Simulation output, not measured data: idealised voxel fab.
Process module under the name voxel fin reveal
cross-section cut | 245 nm wide | cells 5 nm
In this document a cross-section is written as a grid of square cells. It is given as a series of bands, listed from the top down, and a band is one or more rows of cells.
Band: top height; bottom height; in nm. Then, left to right: material with width in nm, for each material. "all across": a single material spanning edge to edge. "blank": empty space.
The level at which height equals 0 is the one under which the wafer, as it arrives, is entirely one material. No lower edge exists for the bottom band, which continues downward and is notated as in "from 0 down".
A two-number width, for instance "30 to 40", indicates that the width is equal to the first number in the top row of the band and to the second number in the bottom row, and that it changes by a constant amount per row of cells.
You'll sometimes find "no modifications" written for a step, and that's the way of saying that nowhere in the cross-section did a cell change during that step.
The entry titled "Enclosed void list" provides the empty spaces that have no open way to the top, restricted to those of 8 cells or more. Each is presented as width x height at distance, the distance being measured from the left edge, with all three in nm.
Past the settings on a step's line: simulator remark, on that step.
overlay nm: for a step with a mask, the amount by which the mask lay right of where it was planned; a negative amount means left of it.

**Planned process steps**
1) op RECEIVE | material Si
2) op CONFORMAL_DEP | material SiN | thk nm 10
3) op DIRECTIONAL_DEP | material aC | thk nm 15
4) op PATTERN | tone cover | mask id FINS | material resist | width nm 15 | pitch nm 45 | thk nm 30 | overlay nm 0
5) op DIRECTIONAL_ETCH | etch materials aC | depth nm 15
6) op STRIP | etch materials resist
7) op DIRECTIONAL_ETCH | etch materials SiN | depth nm 10
8) op DIRECTIONAL_ETCH | etch materials Si | depth nm 30
9) op STRIP | etch materials aC
10) op FILL_DEP | material SiO2 | thk nm 10
11) op CMP | height nm 10
12) op SELECTIVE_ETCH | etch materials SiO2 | depth nm 20
13) op STRIP | etch materials SiN
14) op CONFORMAL_DEP | material SiO2 | thk nm 5

**On the first of the two wafers: run conducted according to plan**

**Wafer as received: cross-section following step 1**
  from 0 down: Si all across
  Enclosed void list: none

**Take a look at the wafer's cross-section after step 2**
  from 10 to 0: SiN all across
  Note: structure below 0 unchanged.

**Take a look at the wafer's cross-section after step 3**
  from 25 to 10: aC all across
  Note: structure below 10 unchanged.

**Take a look at the wafer's cross-section after step 4**
  from 55 to 25: blank 90, then resist 15, then blank 30, then resist 15, then blank 95
  Note: structure below 25 unchanged.

**Take a look at the wafer's cross-section after step 5**
  from 40 to 25: blank 90, then resist 15, then blank 30, then resist 15, then blank 95
  from 25 to 10: blank 90, then aC 15, then blank 30, then aC 15, then blank 95
  Note: structure below 10 unchanged.

**Take a look at the wafer's cross-section after step 6**
  from 25 to 10: blank 90, then aC 15, then blank 30, then aC 15, then blank 95
  Note: structure below 10 unchanged.

**Take a look at the wafer's cross-section after step 7**
  from 25 to 10: blank 90, then aC 15, then blank 30, then aC 15, then blank 95
  from 10 to 0: blank 90, then SiN 15, then blank 30, then SiN 15, then blank 95
  Note: structure below 0 unchanged.

**Take a look at the wafer's cross-section after step 8**
  from 25 to 10: blank 90, then aC 15, then blank 30, then aC 15, then blank 95
  from 10 to 0: blank 90, then SiN 15, then blank 30, then SiN 15, then blank 95
  from 0 to -30: blank 90, then Si 15, then blank 30, then Si 15, then blank 95
  Note: structure below -30 unchanged.

**Take a look at the wafer's cross-section after step 9**
  from 10 to 0: blank 90, then SiN 15, then blank 30, then SiN 15, then blank 95
  Note: structure below 0 unchanged.

**Take a look at the wafer's cross-section after step 10**
  from 20 to 10: SiO2 all across
  from 10 to 0: SiO2 90, then SiN 15, then SiO2 30, then SiN 15, then SiO2 95
  from 0 to -30: SiO2 90, then Si 15, then SiO2 30, then Si 15, then SiO2 95
  Note: structure below -30 unchanged.

**Take a look at the wafer's cross-section after step 11**
  from 10 to 0: SiO2 90, then SiN 15, then SiO2 30, then SiN 15, then SiO2 95
  Note: structure below 0 unchanged.

**Take a look at the wafer's cross-section after step 12**
  from 10 to 0: blank 90, then SiN 15, then blank 30, then SiN 15, then blank 95
  from 0 to -10: blank 90, then Si 15, then blank 30, then Si 15, then blank 95
  Note: structure below -10 unchanged.

**Take a look at the wafer's cross-section after step 13**
  from 0 to -10: blank 90, then Si 15, then blank 30, then Si 15, then blank 95
  Note: structure below -10 unchanged.

**Take a look at the wafer's cross-section after step 14**
  from 5 to 0: blank 85, then SiO2 25, then blank 20, then SiO2 25, then blank 90
  from 0 to -5: blank 85, then SiO2 5, then Si 15, then SiO2 5, then blank 20, then SiO2 5, then Si 15, then SiO2 5, then blank 90
  from -5 to -30: SiO2 90, then Si 15, then SiO2 30, then Si 15, then SiO2 95
  Note: structure below -30 unchanged.

**The second wafer began exactly as the first did and followed the same plan, but one mistake was made while running it; through step 7 inclusive, the two wafers are identical**

**The second wafer in cross-section, at the planned close of step 8**
  from 25 to 10: blank 90, then aC 15, then blank 30, then aC 15, then blank 95
  from 10 to 0: blank 90, then SiN 15, then blank 30, then SiN 15, then blank 95
  from 0 to -20: blank 90, then Si 15, then blank 30, then Si 15, then blank 95
  Note: structure below -20 unchanged.

**The second wafer in cross-section, at the planned close of step 9**
  from 10 to 0: blank 90, then SiN 15, then blank 30, then SiN 15, then blank 95
  Note: structure below 0 unchanged.

**The second wafer in cross-section, at the planned close of step 10**
  from 20 to 10: SiO2 all across
  from 10 to 0: SiO2 90, then SiN 15, then SiO2 30, then SiN 15, then SiO2 95
  from 0 to -20: SiO2 90, then Si 15, then SiO2 30, then Si 15, then SiO2 95
  Note: structure below -20 unchanged.

**The second wafer in cross-section, at the planned close of step 11**
  from 10 to 0: SiO2 90, then SiN 15, then SiO2 30, then SiN 15, then SiO2 95
  Note: structure below 0 unchanged.

**The second wafer in cross-section, at the planned close of step 12**
  from 10 to 0: blank 90, then SiN 15, then blank 30, then SiN 15, then blank 95
  from 0 to -10: blank 90, then Si 15, then blank 30, then Si 15, then blank 95
  Note: structure below -10 unchanged.

**The second wafer in cross-section, at the planned close of step 13**
  from 0 to -10: blank 90, then Si 15, then blank 30, then Si 15, then blank 95
  Note: structure below -10 unchanged.

**The second wafer in cross-section, at the planned close of step 14**
  from 5 to 0: blank 85, then SiO2 25, then blank 20, then SiO2 25, then blank 90
  from 0 to -5: blank 85, then SiO2 5, then Si 15, then SiO2 5, then blank 20, then SiO2 5, then Si 15, then SiO2 5, then blank 90
  from -5 to -20: SiO2 90, then Si 15, then SiO2 30, then Si 15, then SiO2 95
  Note: structure below -20 unchanged.
Misprocessing identified: not per plan at step 8, really ran op DIRECTIONAL_ETCH | etch materials Si | depth nm 20
Final comparison by cell count, materials where the second wafer has more or fewer than the first: 86 more of Si, 86 fewer of SiO2
